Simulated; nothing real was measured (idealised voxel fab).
process module | voxel self aligned contacts
cross-section cut | 150 nm wide | cells 5 nm
A cross-section is a grid of square cells, given in bands from the top down. A band is one or more rows of cells.
Each band's line starts with the height of the band's top and of its bottom, in nm. Then come its materials from left to right, each with its width in nm. One material with "throughout" fills the band from edge to edge. "air" is empty space.
Height 0 is the level under which the wafer as received is all one material. The lowest band goes on downwards, as in "0 down".
A width such as "30 to 40" changes by the same amount from each row of cells to the next, from the band's top row to its bottom row.
"no change" after a step means that no cell of the cross-section changed.
closed voids: empty space of 8 cells or more with no open way to the top, each as width x height at its distance from the left edge, in nm
after a step's settings: what the simulator itself notes on the step
overlay nm, on a step with a mask: how far to the right of its planned place the mask lay; to the left if negative
Each pair below shows a cross-section before one step and the cross-section after it, down to the lowest band that changed. The line under each pair gives the step between them, with its settings. The pairs can come from different runs of this module on the same starting wafer, so a pair continues from the pair above only where its "before" says so.
before
  0 down: Si throughout
  closed voids: none
after
  5 to 0: SiO2 throughout
  below 0: unchanged
  closed voids: none
the step between: op CONFORMAL_DEP | material SiO2 | thk nm 5
before: the cross-section after the pair above
after
  30 to 5: polySi throughout
  below 5: unchanged
  closed voids: none
the step between: op DIRECTIONAL_DEP | material polySi | thk nm 25
before: the cross-section after the pair above
after
  50 to 30: SiN throughout
  below 30: unchanged
  closed voids: none
the step between: op DIRECTIONAL_DEP | material SiN | thk nm 20
before: the cross-section after the pair above
after
  65 to 50: aC throughout
  below 50: unchanged
  closed voids: none
the step between: op DIRECTIONAL_DEP | material aC | thk nm 15
before: the cross-section after the pair above
after
  95 to 65: air 25 | resist 30 | air 40 | resist 30 | air 25
  below 65: unchanged
  closed voids: none
the step between: op PATTERN | tone cover | mask id GATE | material resist | width nm 30 | pitch nm 70 | thk nm 30 | overlay nm 0
before: the cross-section after the pair above
after
  80 to 65: air 25 | resist 30 | air 40 | resist 30 | air 25
  65 to 50: air 25 | aC 30 | air 40 | aC 30 | air 25
  below 50: unchanged
  closed voids: none
the step between: op DIRECTIONAL_ETCH | etch materials aC | depth nm 15
before: the cross-section after the pair above
after
  65 to 50: air 25 | aC 30 | air 40 | aC 30 | air 25
  below 50: unchanged
  closed voids: none
the step between: op STRIP | etch materials resist
before: the cross-section after the pair above
after
  65 to 50: air 25 | aC 30 | air 40 | aC 30 | air 25
  50 to 30: air 25 | SiN 30 | air 40 | SiN 30 | air 25
  below 30: unchanged
  closed voids: none
the step between: op DIRECTIONAL_ETCH | etch materials SiN | depth nm 20
before: the cross-section after the pair above
after
  65 to 50: air 25 | aC 30 | air 40 | aC 30 | air 25
  50 to 30: air 25 | SiN 30 | air 40 | SiN 30 | air 25
  30 to 5: air 25 | polySi 30 | air 40 | polySi 30 | air 25
  below 5: unchanged
  closed voids: none
the step between: op DIRECTIONAL_ETCH | etch materials polySi | depth nm 25
before: the cross-section after the pair above
after
  50 to 30: air 25 | SiN 30 | air 40 | SiN 30 | air 25
  below 30: unchanged
  closed voids: none
the step between: op STRIP | etch materials aC
before: the cross-section after the pair above
after
  60 to 30: air 15 | SiN 50 | air 20 | SiN 50 | air 15
  30 to 15: air 15 | SiN 10 | polySi 30 | SiN 10 | air 20 | SiN 10 | polySi 30 | SiN 10 | air 15
  15 to 5: SiN 25 | polySi 30 | SiN 40 | polySi 30 | SiN 25
  below 5: unchanged
  closed voids: none
the step between: op CONFORMAL_DEP | material SiN | thk nm 10
before: the cross-section after the pair above
after
  50 to 30: air 15 | SiN 50 | air 20 | SiN 50 | air 15
  30 to 5: air 15 | SiN 10 | polySi 30 | SiN 10 | air 20 | SiN 10 | polySi 30 | SiN 10 | air 15
  below 5: unchanged
  closed voids: none
the step between: op DIRECTIONAL_ETCH | etch materials SiN | depth nm 10
before: the cross-section after the pair above
after
  60 to 50: SiO2 throughout
  50 to 30: SiO2 15 | SiN 50 | SiO2 20 | SiN 50 | SiO2 15
  30 to 5: SiO2 15 | SiN 10 | polySi 30 | SiN 10 | SiO2 20 | SiN 10 | polySi 30 | SiN 10 | SiO2 15
  below 5: unchanged
  closed voids: none
the step between: op FILL_DEP | material SiO2 | thk nm 10
before: the cross-section after the pair above
after
  55 to 50: SiO2 throughout
  below 50: unchanged
  closed voids: none
the step between: op CMP | height nm 55
before: the cross-section after the pair above
after
  55 to 50: SiO2 50 | air 50 | SiO2 50
  50 to 30: SiO2 15 | SiN 50 | air 20 | SiN 50 | SiO2 15
  30 to 5: SiO2 15 | SiN 10 | polySi 30 | SiN 10 | air 20 | SiN 10 | polySi 30 | SiN 10 | SiO2 15
  5 to 0: SiO2 65 | air 20 | SiO2 65
  below 0: unchanged
  closed voids: none
the step between: op MASKED_ETCH | tone open | mask id CONTACT | width nm 50 | etch materials SiO2 | depth nm 55 | overlay nm 0
before: the cross-section after the pair above
after
  60 to 55: TiN 55 | air 40 | TiN 55
  55 to 50: SiO2 50 | TiN 20 | air 10 | TiN 20 | SiO2 50
  50 to 30: SiO2 15 | SiN 50 | TiN 5 | air 10 | TiN 5 | SiN 50 | SiO2 15
  30 to 5: SiO2 15 | SiN 10 | polySi 30 | SiN 10 | TiN 5 | air 10 | TiN 5 | SiN 10 | polySi 30 | SiN 10 | SiO2 15
  5 to 0: SiO2 65 | TiN 20 | SiO2 65
  below 0: unchanged
  closed voids: none
the step between: op CONFORMAL_DEP | material TiN | thk nm 5
before: the cross-section after the pair above
after
  70 to 60: W throughout
  60 to 55: TiN 55 | W 40 | TiN 55
  55 to 50: SiO2 50 | TiN 20 | W 10 | TiN 20 | SiO2 50
  50 to 30: SiO2 15 | SiN 50 | TiN 5 | W 10 | TiN 5 | SiN 50 | SiO2 15
  30 to 5: SiO2 15 | SiN 10 | polySi 30 | SiN 10 | TiN 5 | W 10 | TiN 5 | SiN 10 | polySi 30 | SiN 10 | SiO2 15
  below 5: unchanged
  closed voids: none
the step between: op FILL_DEP | material W | thk nm 10
before: the cross-section after the pair above
after
  55 to 50: SiO2 50 | TiN 20 | W 10 | TiN 20 | SiO2 50
  below 50: unchanged
  closed voids: none
the step between: op CMP | height nm 55
before: the cross-section after the pair above
after
  60 to 55: SiCN throughout
  below 55: unchanged
  closed voids: none
the step between: op CONFORMAL_DEP | material SiCN | thk nm 5
before
  0 down: Si throughout
  closed voids: none
after
  25 to 0: polySi throughout
  below 0: unchanged
  closed voids: none
the step between: op DIRECTIONAL_DEP | material polySi | thk nm 25
before: the cross-section after the pair above
after
  45 to 25: SiN throughout
  below 25: unchanged
  closed voids: none
the step between: op DIRECTIONAL_DEP | material SiN | thk nm 20
before: the cross-section after the pair above
after
  60 to 45: aC throughout
  below 45: unchanged
  closed voids: none
the step between: op DIRECTIONAL_DEP | material aC | thk nm 15
before: the cross-section after the pair above
after
  90 to 60: air 25 | resist 30 | air 40 | resist 30 | air 25
  below 60: unchanged
  closed voids: none
the step between: op PATTERN | tone cover | mask id GATE | material resist | width nm 30 | pitch nm 70 | thk nm 30 | overlay nm 0
before: the cross-section after the pair above
after
  75 to 60: air 25 | resist 30 | air 40 | resist 30 | air 25
  60 to 45: air 25 | aC 30 | air 40 | aC 30 | air 25
  below 45: unchanged
  closed voids: none
the step between: op DIRECTIONAL_ETCH | etch materials aC | depth nm 15
before: the cross-section after the pair above
after
  60 to 45: air 25 | aC 30 | air 40 | aC 30 | air 25
  below 45: unchanged
  closed voids: none
the step between: op STRIP | etch materials resist
before: the cross-section after the pair above
after
  60 to 45: air 25 | aC 30 | air 40 | aC 30 | air 25
  45 to 25: air 25 | SiN 30 | air 40 | SiN 30 | air 25
  below 25: unchanged
  closed voids: none
the step between: op DIRECTIONAL_ETCH | etch materials SiN | depth nm 20
before: the cross-section after the pair above
after
  60 to 45: air 25 | aC 30 | air 40 | aC 30 | air 25
  45 to 25: air 25 | SiN 30 | air 40 | SiN 30 | air 25
  25 to 0: air 25 | polySi 30 | air 40 | polySi 30 | air 25
  below 0: unchanged
  closed voids: none
the step between: op DIRECTIONAL_ETCH | etch materials polySi | depth nm 25
before: the cross-section after the pair above
after
  45 to 25: air 25 | SiN 30 | air 40 | SiN 30 | air 25
  below 25: unchanged
  closed voids: none
the step between: op STRIP | etch materials aC
before: the cross-section after the pair above
after
  55 to 25: air 15 | SiN 50 | air 20 | SiN 50 | air 15
  25 to 10: air 15 | SiN 10 | polySi 30 | SiN 10 | air 20 | SiN 10 | polySi 30 | SiN 10 | air 15
  10 to 0: SiN 25 | polySi 30 | SiN 40 | polySi 30 | SiN 25
  below 0: unchanged
  closed voids: none
the step between: op CONFORMAL_DEP | material SiN | thk nm 10
before: the cross-section after the pair above
after
  45 to 25: air 15 | SiN 50 | air 20 | SiN 50 | air 15
  25 to 0: air 15 | SiN 10 | polySi 30 | SiN 10 | air 20 | SiN 10 | polySi 30 | SiN 10 | air 15
  below 0: unchanged
  closed voids: none
the step between: op DIRECTIONAL_ETCH | etch materials SiN | depth nm 10
before: the cross-section after the pair above
after
  55 to 45: SiO2 throughout
  45 to 25: SiO2 15 | SiN 50 | SiO2 20 | SiN 50 | SiO2 15
  25 to 0: SiO2 15 | SiN 10 | polySi 30 | SiN 10 | SiO2 20 | SiN 10 | polySi 30 | SiN 10 | SiO2 15
  below 0: unchanged
  closed voids: none
the step between: op FILL_DEP | material SiO2 | thk nm 10
before: the cross-section after the pair above
after
  55 to 45: SiO2 50 | air 50 | SiO2 50
  45 to 25: SiO2 15 | SiN 50 | air 20 | SiN 50 | SiO2 15
  25 to 0: SiO2 15 | SiN 10 | polySi 30 | SiN 10 | air 20 | SiN 10 | polySi 30 | SiN 10 | SiO2 15
  below 0: unchanged
  closed voids: none
the step between: op MASKED_ETCH | tone open | mask id CONTACT | width nm 50 | etch materials SiO2 | depth nm 55 | overlay nm 0
before: the cross-section after the pair above
after
  60 to 55: TiN 55 | air 40 | TiN 55
  55 to 45: SiO2 50 | TiN 5 to 20 | air 40 to 10 | TiN 5 to 20 | SiO2 50
  45 to 25: SiO2 15 | SiN 50 | TiN 5 | air 10 | TiN 5 | SiN 50 | SiO2 15
  25 to 5: SiO2 15 | SiN 10 | polySi 30 | SiN 10 | TiN 5 | air 10 | TiN 5 | SiN 10 | polySi 30 | SiN 10 | SiO2 15
  5 to 0: SiO2 15 | SiN 10 | polySi 30 | SiN 10 | TiN 20 | SiN 10 | polySi 30 | SiN 10 | SiO2 15
  below 0: unchanged
  closed voids: none
the step between: op CONFORMAL_DEP | material TiN | thk nm 5
before: the cross-section after the pair above
after
  70 to 60: W throughout
  60 to 55: TiN 55 | W 40 | TiN 55
  55 to 45: SiO2 50 | TiN 5 to 20 | W 40 to 10 | TiN 5 to 20 | SiO2 50
  45 to 25: SiO2 15 | SiN 50 | TiN 5 | W 10 | TiN 5 | SiN 50 | SiO2 15
  25 to 5: SiO2 15 | SiN 10 | polySi 30 | SiN 10 | TiN 5 | W 10 | TiN 5 | SiN 10 | polySi 30 | SiN 10 | SiO2 15
  below 5: unchanged
  closed voids: none
the step between: op FILL_DEP | material W | thk nm 10
before: the cross-section after the pair above
after
  55 to 45: SiO2 50 | TiN 5 to 20 | W 40 to 10 | TiN 5 to 20 | SiO2 50
  below 45: unchanged
  closed voids: none
the step between: op CMP | height nm 55
before: the cross-section after the pair above
after
  60 to 55: SiCN throughout
  below 55: unchanged
  closed voids: none
the step between: op CONFORMAL_DEP | material SiCN | thk nm 5
before
  30 to 5: polySi throughout
  5 to 0: SiO2 throughout
  0 down: Si throughout
  closed voids: none
after
  55 to 5: polySi throughout
  below 5: unchanged
  closed voids: none
the step between: op DIRECTIONAL_DEP | material polySi | thk nm 25
before: the cross-section after the pair above
after
  75 to 55: SiN throughout
  below 55: unchanged
  closed voids: none
the step between: op DIRECTIONAL_DEP | material SiN | thk nm 20
before: the cross-section after the pair above
after
  90 to 75: aC throughout
  below 75: unchanged
  closed voids: none
the step between: op DIRECTIONAL_DEP | material aC | thk nm 15
before: the cross-section after the pair above
after
  120 to 90: air 25 | resist 30 | air 40 | resist 30 | air 25
  below 90: unchanged
  closed voids: none
the step between: op PATTERN | tone cover | mask id GATE | material resist | width nm 30 | pitch nm 70 | thk nm 30 | overlay nm 0
before: the cross-section after the pair above
after
  105 to 90: air 25 | resist 30 | air 40 | resist 30 | air 25
  90 to 75: air 25 | aC 30 | air 40 | aC 30 | air 25
  below 75: unchanged
  closed voids: none
the step between: op DIRECTIONAL_ETCH | etch materials aC | depth nm 15
before: the cross-section after the pair above
after
  90 to 75: air 25 | aC 30 | air 40 | aC 30 | air 25
  below 75: unchanged
  closed voids: none
the step between: op STRIP | etch materials resist
before: the cross-section after the pair above
after
  90 to 75: air 25 | aC 30 | air 40 | aC 30 | air 25
  75 to 55: air 25 | SiN 30 | air 40 | SiN 30 | air 25
  below 55: unchanged
  closed voids: none
the step between: op DIRECTIONAL_ETCH | etch materials SiN | depth nm 20
before: the cross-section after the pair above
after
  90 to 75: air 25 | aC 30 | air 40 | aC 30 | air 25
  75 to 55: air 25 | SiN 30 | air 40 | SiN 30 | air 25
  55 to 30: air 25 | polySi 30 | air 40 | polySi 30 | air 25
  below 30: unchanged
  closed voids: none
the step between: op DIRECTIONAL_ETCH | etch materials polySi | depth nm 25
before: the cross-section after the pair above
after
  75 to 55: air 25 | SiN 30 | air 40 | SiN 30 | air 25
  below 55: unchanged
  closed voids: none
the step between: op STRIP | etch materials aC
before: the cross-section after the pair above
after
  85 to 55: air 15 | SiN 50 | air 20 | SiN 50 | air 15
  55 to 40: air 15 | SiN 10 | polySi 30 | SiN 10 | air 20 | SiN 10 | polySi 30 | SiN 10 | air 15
  40 to 30: SiN 25 | polySi 30 | SiN 40 | polySi 30 | SiN 25
  below 30: unchanged
  closed voids: none
the step between: op CONFORMAL_DEP | material SiN | thk nm 10
before: the cross-section after the pair above
after
  75 to 55: air 15 | SiN 50 | air 20 | SiN 50 | air 15
  55 to 30: air 15 | SiN 10 | polySi 30 | SiN 10 | air 20 | SiN 10 | polySi 30 | SiN 10 | air 15
  below 30: unchanged
  closed voids: none
the step between: op DIRECTIONAL_ETCH | etch materials SiN | depth nm 10
before: the cross-section after the pair above
after
  85 to 75: SiO2 throughout
  75 to 55: SiO2 15 | SiN 50 | SiO2 20 | SiN 50 | SiO2 15
  55 to 30: SiO2 15 | SiN 10 | polySi 30 | SiN 10 | SiO2 20 | SiN 10 | polySi 30 | SiN 10 | SiO2 15
  below 30: unchanged
  closed voids: none
the step between: op FILL_DEP | material SiO2 | thk nm 10
before: the cross-section after the pair above
after
  55 to 30: SiO2 15 | SiN 10 | polySi 30 | SiN 10 | SiO2 20 | SiN 10 | polySi 30 | SiN 10 | SiO2 15
  below 30: unchanged
  closed voids: none
the step between: op CMP | height nm 55
before: the cross-section after the pair above
after
  55 to 30: SiO2 15 | SiN 10 | polySi 30 | SiN 10 | air 20 | SiN 10 | polySi 30 | SiN 10 | SiO2 15
  below 30: unchanged
  closed voids: none
the step between: op MASKED_ETCH | tone open | mask id CONTACT | width nm 50 | etch materials SiO2 | depth nm 55 | overlay nm 0
before: the cross-section after the pair above
after
  60 to 55: TiN 70 | air 10 | TiN 70
  55 to 35: SiO2 15 | SiN 10 | polySi 30 | SiN 10 | TiN 5 | air 10 | TiN 5 | SiN 10 | polySi 30 | SiN 10 | SiO2 15
  35 to 30: SiO2 15 | SiN 10 | polySi 30 | SiN 10 | TiN 20 | SiN 10 | polySi 30 | SiN 10 | SiO2 15
  below 30: unchanged
  closed voids: none
the step between: op CONFORMAL_DEP | material TiN | thk nm 5
before: the cross-section after the pair above
after
  70 to 60: W throughout
  60 to 55: TiN 70 | W 10 | TiN 70
  55 to 35: SiO2 15 | SiN 10 | polySi 30 | SiN 10 | TiN 5 | W 10 | TiN 5 | SiN 10 | polySi 30 | SiN 10 | SiO2 15
  below 35: unchanged
  closed voids: none
the step between: op FILL_DEP | material W | thk nm 10
before: the cross-section after the pair above
after
  55 to 35: SiO2 15 | SiN 10 | polySi 30 | SiN 10 | TiN 5 | W 10 | TiN 5 | SiN 10 | polySi 30 | SiN 10 | SiO2 15
  below 35: unchanged
  closed voids: none
the step between: op CMP | height nm 55
before: the cross-section after the pair above
after
  60 to 55: SiCN throughout
  below 55: unchanged
  closed voids: none
the step between: op CONFORMAL_DEP | material SiCN | thk nm 5
before
  50 to 30: air 25 | SiN 30 | air 40 | SiN 30 | air 25
  30 to 5: air 25 | polySi 30 | air 40 | polySi 30 | air 25
  5 to 0: SiO2 throughout
  0 down: Si throughout
  closed voids: none
after
  40 to 30: air 25 | SiN 30 | air 40 | SiN 30 | air 25
  below 30: unchanged
  closed voids: none
the step between: op DIRECTIONAL_ETCH | etch materials SiN | depth nm 10
before: the cross-section after the pair above
after
  50 to 30: air 15 | SiN 50 | air 20 | SiN 50 | air 15
  30 to 15: air 15 | SiN 10 | polySi 30 | SiN 10 | air 20 | SiN 10 | polySi 30 | SiN 10 | air 15
  15 to 5: SiN 25 | polySi 30 | SiN 40 | polySi 30 | SiN 25
  below 5: unchanged
  closed voids: none
the step between: op CONFORMAL_DEP | material SiN | thk nm 10
before: the cross-section after the pair above
after
  60 to 50: SiO2 throughout
  50 to 30: SiO2 15 | SiN 50 | SiO2 20 | SiN 50 | SiO2 15
  30 to 15: SiO2 15 | SiN 10 | polySi 30 | SiN 10 | SiO2 20 | SiN 10 | polySi 30 | SiN 10 | SiO2 15
  below 15: unchanged
  closed voids: none
the step between: op FILL_DEP | material SiO2 | thk nm 10
before: the cross-section after the pair above
after
  55 to 50: SiO2 throughout
  below 50: unchanged
  closed voids: none
the step between: op CMP | height nm 55
before: the cross-section after the pair above
after
  55 to 50: SiO2 50 | air 50 | SiO2 50
  50 to 30: SiO2 15 | SiN 50 | air 20 | SiN 50 | SiO2 15
  30 to 15: SiO2 15 | SiN 10 | polySi 30 | SiN 10 | air 20 | SiN 10 | polySi 30 | SiN 10 | SiO2 15
  below 15: unchanged
  closed voids: none
the step between: op MASKED_ETCH | tone open | mask id CONTACT | width nm 50 | etch materials SiO2 | depth nm 55 | overlay nm 0
before: the cross-section after the pair above
after
  60 to 55: TiN 55 | air 40 | TiN 55
  55 to 50: SiO2 50 | TiN 20 | air 10 | TiN 20 | SiO2 50
  50 to 30: SiO2 15 | SiN 50 | TiN 5 | air 10 | TiN 5 | SiN 50 | SiO2 15
  30 to 20: SiO2 15 | SiN 10 | polySi 30 | SiN 10 | TiN 5 | air 10 | TiN 5 | SiN 10 | polySi 30 | SiN 10 | SiO2 15
  20 to 15: SiO2 15 | SiN 10 | polySi 30 | SiN 10 | TiN 20 | SiN 10 | polySi 30 | SiN 10 | SiO2 15
  below 15: unchanged
  closed voids: none
the step between: op CONFORMAL_DEP | material TiN | thk nm 5
before: the cross-section after the pair above
after
  70 to 60: W throughout
  60 to 55: TiN 55 | W 40 | TiN 55
  55 to 50: SiO2 50 | TiN 20 | W 10 | TiN 20 | SiO2 50
  50 to 30: SiO2 15 | SiN 50 | TiN 5 | W 10 | TiN 5 | SiN 50 | SiO2 15
  30 to 20: SiO2 15 | SiN 10 | polySi 30 | SiN 10 | TiN 5 | W 10 | TiN 5 | SiN 10 | polySi 30 | SiN 10 | SiO2 15
  below 20: unchanged
  closed voids: none
the step between: op FILL_DEP | material W | thk nm 10
before: the cross-section after the pair above
after
  55 to 50: SiO2 50 | TiN 20 | W 10 | TiN 20 | SiO2 50
  below 50: unchanged
  closed voids: none
the step between: op CMP | height nm 55
before: the cross-section after the pair above
after
  60 to 55: SiCN throughout
  below 55: unchanged
  closed voids: none
the step between: op CONFORMAL_DEP | material SiCN | thk nm 5
before
  50 to 30: air 25 | SiN 30 | air 40 | SiN 30 | air 25
  30 to 5: air 25 | polySi 30 | air 40 | polySi 30 | air 25
  5 to 0: SiO2 throughout
  0 down: Si throughout
  closed voids: none
after
  55 to 30: air 20 | SiN 40 | air 30 | SiN 40 | air 20
  30 to 10: air 20 | SiN 5 | polySi 30 | SiN 5 | air 30 | SiN 5 | polySi 30 | SiN 5 | air 20
  10 to 5: SiN 25 | polySi 30 | SiN 40 | polySi 30 | SiN 25
  below 5: unchanged
  closed voids: none
the step between: op CONFORMAL_DEP | material SiN | thk nm 5
before: the cross-section after the pair above
after
  45 to 30: air 20 | SiN 40 | air 30 | SiN 40 | air 20
  30 to 5: air 20 | SiN 5 | polySi 30 | SiN 5 | air 30 | SiN 5 | polySi 30 | SiN 5 | air 20
  below 5: unchanged
  closed voids: none
the step between: op DIRECTIONAL_ETCH | etch materials SiN | depth nm 10
before: the cross-section after the pair above
after
  55 to 45: SiO2 throughout
  45 to 30: SiO2 20 | SiN 40 | SiO2 30 | SiN 40 | SiO2 20
  30 to 5: SiO2 20 | SiN 5 | polySi 30 | SiN 5 | SiO2 30 | SiN 5 | polySi 30 | SiN 5 | SiO2 20
  below 5: unchanged
  closed voids: none
the step between: op FILL_DEP | material SiO2 | thk nm 10
before: the cross-section after the pair above
after
  55 to 45: SiO2 50 | air 50 | SiO2 50
  45 to 30: SiO2 20 | SiN 40 | air 30 | SiN 40 | SiO2 20
  30 to 5: SiO2 20 | SiN 5 | polySi 30 | SiN 5 | air 30 | SiN 5 | polySi 30 | SiN 5 | SiO2 20
  5 to 0: SiO2 60 | air 30 | SiO2 60
  below 0: unchanged
  closed voids: none
the step between: op MASKED_ETCH | tone open | mask id CONTACT | width nm 50 | etch materials SiO2 | depth nm 55 | overlay nm 0
before: the cross-section after the pair above
after
  60 to 55: TiN 55 | air 40 | TiN 55
  55 to 45: SiO2 50 | TiN 5 to 15 | air 40 to 20 | TiN 5 to 15 | SiO2 50
  45 to 30: SiO2 20 | SiN 40 | TiN 5 | air 20 | TiN 5 | SiN 40 | SiO2 20
  30 to 5: SiO2 20 | SiN 5 | polySi 30 | SiN 5 | TiN 5 | air 20 | TiN 5 | SiN 5 | polySi 30 | SiN 5 | SiO2 20
  5 to 0: SiO2 60 | TiN 30 | SiO2 60
  below 0: unchanged
  closed voids: none
the step between: op CONFORMAL_DEP | material TiN | thk nm 5
before: the cross-section after the pair above
after
  70 to 60: W throughout
  60 to 55: TiN 55 | W 40 | TiN 55
  55 to 45: SiO2 50 | TiN 5 to 15 | W 40 to 20 | TiN 5 to 15 | SiO2 50
  45 to 30: SiO2 20 | SiN 40 | TiN 5 | W 20 | TiN 5 | SiN 40 | SiO2 20
  30 to 5: SiO2 20 | SiN 5 | polySi 30 | SiN 5 | TiN 5 | W 20 | TiN 5 | SiN 5 | polySi 30 | SiN 5 | SiO2 20
  below 5: unchanged
  closed voids: none
the step between: op FILL_DEP | material W | thk nm 10
before: the cross-section after the pair above
after
  55 to 45: SiO2 50 | TiN 5 to 15 | W 40 to 20 | TiN 5 to 15 | SiO2 50
  below 45: unchanged
  closed voids: none
the step between: op CMP | height nm 55
before: the cross-section after the pair above
after
  60 to 55: SiCN throughout
  below 55: unchanged
  closed voids: none
the step between: op CONFORMAL_DEP | material SiCN | thk nm 5
before
  55 to 50: SiO2 throughout
  50 to 30: SiO2 15 | SiN 50 | SiO2 20 | SiN 50 | SiO2 15
  30 to 5: SiO2 15 | SiN 10 | polySi 30 | SiN 10 | SiO2 20 | SiN 10 | polySi 30 | SiN 10 | SiO2 15
  5 to 0: SiO2 throughout
  0 down: Si throughout
  closed voids: none
after
  55 to 50: SiO2 55 | air 45 | SiO2 50
  50 to 30: SiO2 15 | SiN 50 | air 20 | SiN 50 | SiO2 15
  30 to 5: SiO2 15 | SiN 10 | polySi 30 | SiN 10 | air 20 | SiN 10 | polySi 30 | SiN 10 | SiO2 15
  5 to 0: SiO2 65 | air 20 | SiO2 65
  below 0: unchanged
  closed voids: none
the step between: op MASKED_ETCH | tone open | mask id CONTACT | width nm 45 | etch materials SiO2 | depth nm 55 | overlay nm 0
before: the cross-section after the pair above
after
  60 to 55: TiN 60 | air 35 | TiN 55
  55 to 50: SiO2 55 | TiN 15 | air 10 | TiN 20 | SiO2 50
  50 to 30: SiO2 15 | SiN 50 | TiN 5 | air 10 | TiN 5 | SiN 50 | SiO2 15
  30 to 5: SiO2 15 | SiN 10 | polySi 30 | SiN 10 | TiN 5 | air 10 | TiN 5 | SiN 10 | polySi 30 | SiN 10 | SiO2 15
  5 to 0: SiO2 65 | TiN 20 | SiO2 65
  below 0: unchanged
  closed voids: none
the step between: op CONFORMAL_DEP | material TiN | thk nm 5
before: the cross-section after the pair above
after
  70 to 60: W throughout
  60 to 55: TiN 60 | W 35 | TiN 55
  55 to 50: SiO2 55 | TiN 15 | W 10 | TiN 20 | SiO2 50
  50 to 30: SiO2 15 | SiN 50 | TiN 5 | W 10 | TiN 5 | SiN 50 | SiO2 15
  30 to 5: SiO2 15 | SiN 10 | polySi 30 | SiN 10 | TiN 5 | W 10 | TiN 5 | SiN 10 | polySi 30 | SiN 10 | SiO2 15
  below 5: unchanged
  closed voids: none
the step between: op FILL_DEP | material W | thk nm 10
before: the cross-section after the pair above
after
  55 to 50: SiO2 55 | TiN 15 | W 10 | TiN 20 | SiO2 50
  below 50: unchanged
  closed voids: none
the step between: op CMP | height nm 55
before: the cross-section after the pair above
after
  60 to 55: SiCN throughout
  below 55: unchanged
  closed voids: none
the step between: op CONFORMAL_DEP | material SiCN | thk nm 5
before
  55 to 50: SiO2 throughout
  50 to 30: SiO2 15 | SiN 50 | SiO2 20 | SiN 50 | SiO2 15
  30 to 5: SiO2 15 | SiN 10 | polySi 30 | SiN 10 | SiO2 20 | SiN 10 | polySi 30 | SiN 10 | SiO2 15
  5 to 0: SiO2 throughout
  0 down: Si throughout
  closed voids: none
after
  55 to 50: SiO2 40 | air 50 | SiO2 60
  50 to 30: SiO2 15 | SiN 50 | air 20 | SiN 50 | SiO2 15
  30 to 5: SiO2 15 | SiN 10 | polySi 30 | SiN 10 | air 20 | SiN 10 | polySi 30 | SiN 10 | SiO2 15
  5 to 0: SiO2 65 | air 20 | SiO2 65
  below 0: unchanged
  closed voids: none
the step between: op MASKED_ETCH | tone open | mask id CONTACT | width nm 50 | etch materials SiO2 | depth nm 55 | overlay nm -10
before: the cross-section after the pair above
after
  60 to 55: TiN 45 | air 40 | TiN 65
  55 to 50: SiO2 40 | TiN 30 | air 10 | TiN 10 | SiO2 60
  50 to 30: SiO2 15 | SiN 50 | TiN 5 | air 10 | TiN 5 | SiN 50 | SiO2 15
  30 to 5: SiO2 15 | SiN 10 | polySi 30 | SiN 10 | TiN 5 | air 10 | TiN 5 | SiN 10 | polySi 30 | SiN 10 | SiO2 15
  5 to 0: SiO2 65 | TiN 20 | SiO2 65
  below 0: unchanged
  closed voids: none
the step between: op CONFORMAL_DEP | material TiN | thk nm 5
before: the cross-section after the pair above
after
  70 to 60: W throughout
  60 to 55: TiN 45 | W 40 | TiN 65
  55 to 50: SiO2 40 | TiN 30 | W 10 | TiN 10 | SiO2 60
  50 to 30: SiO2 15 | SiN 50 | TiN 5 | W 10 | TiN 5 | SiN 50 | SiO2 15
  30 to 5: SiO2 15 | SiN 10 | polySi 30 | SiN 10 | TiN 5 | W 10 | TiN 5 | SiN 10 | polySi 30 | SiN 10 | SiO2 15
  below 5: unchanged
  closed voids: none
the step between: op FILL_DEP | material W | thk nm 10
before: the cross-section after the pair above
after
  55 to 50: SiO2 40 | TiN 30 | W 10 | TiN 10 | SiO2 60
  below 50: unchanged
  closed voids: none
the step between: op CMP | height nm 55
before: the cross-section after the pair above
after
  60 to 55: SiCN throughout
  below 55: unchanged
  closed voids: none
the step between: op CONFORMAL_DEP | material SiCN | thk nm 5
before
  55 to 50: SiO2 50 | air 50 | SiO2 50
  50 to 30: SiO2 15 | SiN 50 | air 20 | SiN 50 | SiO2 15
  30 to 5: SiO2 15 | SiN 10 | polySi 30 | SiN 10 | air 20 | SiN 10 | polySi 30 | SiN 10 | SiO2 15
  5 to 0: SiO2 65 | air 20 | SiO2 65
  0 down: Si throughout
  closed voids: none
after
  60 to 55: SiN 55 | air 40 | SiN 55
  55 to 50: SiO2 50 | SiN 20 | air 10 | SiN 20 | SiO2 50
  50 to 30: SiO2 15 | SiN 55 | air 10 | SiN 55 | SiO2 15
  30 to 5: SiO2 15 | SiN 10 | polySi 30 | SiN 15 | air 10 | SiN 15 | polySi 30 | SiN 10 | SiO2 15
  5 to 0: SiO2 65 | SiN 20 | SiO2 65
  below 0: unchanged
  closed voids: none
the step between: op CONFORMAL_DEP | material SiN | thk nm 5
before: the cross-section after the pair above
after
  70 to 60: W throughout
  60 to 55: SiN 55 | W 40 | SiN 55
  55 to 50: SiO2 50 | SiN 20 | W 10 | SiN 20 | SiO2 50
  50 to 30: SiO2 15 | SiN 55 | W 10 | SiN 55 | SiO2 15
  30 to 5: SiO2 15 | SiN 10 | polySi 30 | SiN 15 | W 10 | SiN 15 | polySi 30 | SiN 10 | SiO2 15
  below 5: unchanged
  closed voids: none
the step between: op FILL_DEP | material W | thk nm 10
before: the cross-section after the pair above
after
  55 to 50: SiO2 50 | SiN 20 | W 10 | SiN 20 | SiO2 50
  below 50: unchanged
  closed voids: none
the step between: op CMP | height nm 55
before: the cross-section after the pair above
after
  60 to 55: SiCN throughout
  below 55: unchanged
  closed voids: none
the step between: op CONFORMAL_DEP | material SiCN | thk nm 5
before
  55 to 50: SiO2 throughout
  50 to 30: SiO2 15 | SiN 50 | SiO2 20 | SiN 50 | SiO2 15
  30 to 5: SiO2 15 | SiN 10 | polySi 30 | SiN 10 | SiO2 20 | SiN 10 | polySi 30 | SiN 10 | SiO2 15
  5 to 0: SiO2 throughout
  0 down: Si throughout
  closed voids: none
after
  55 to 50: air 50 | SiO2 50 | air 50
  50 to 30: air 15 | SiN 50 | SiO2 20 | SiN 50 | air 15
  30 to 5: air 15 | SiN 10 | polySi 30 | SiN 10 | SiO2 20 | SiN 10 | polySi 30 | SiN 10 | air 15
  5 to 0: air 15 | SiO2 120 | air 15
  below 0: unchanged
  closed voids: none
the step between: op MASKED_ETCH | tone cover | mask id CONTACT | width nm 50 | etch materials SiO2 | depth nm 55 | overlay nm 0
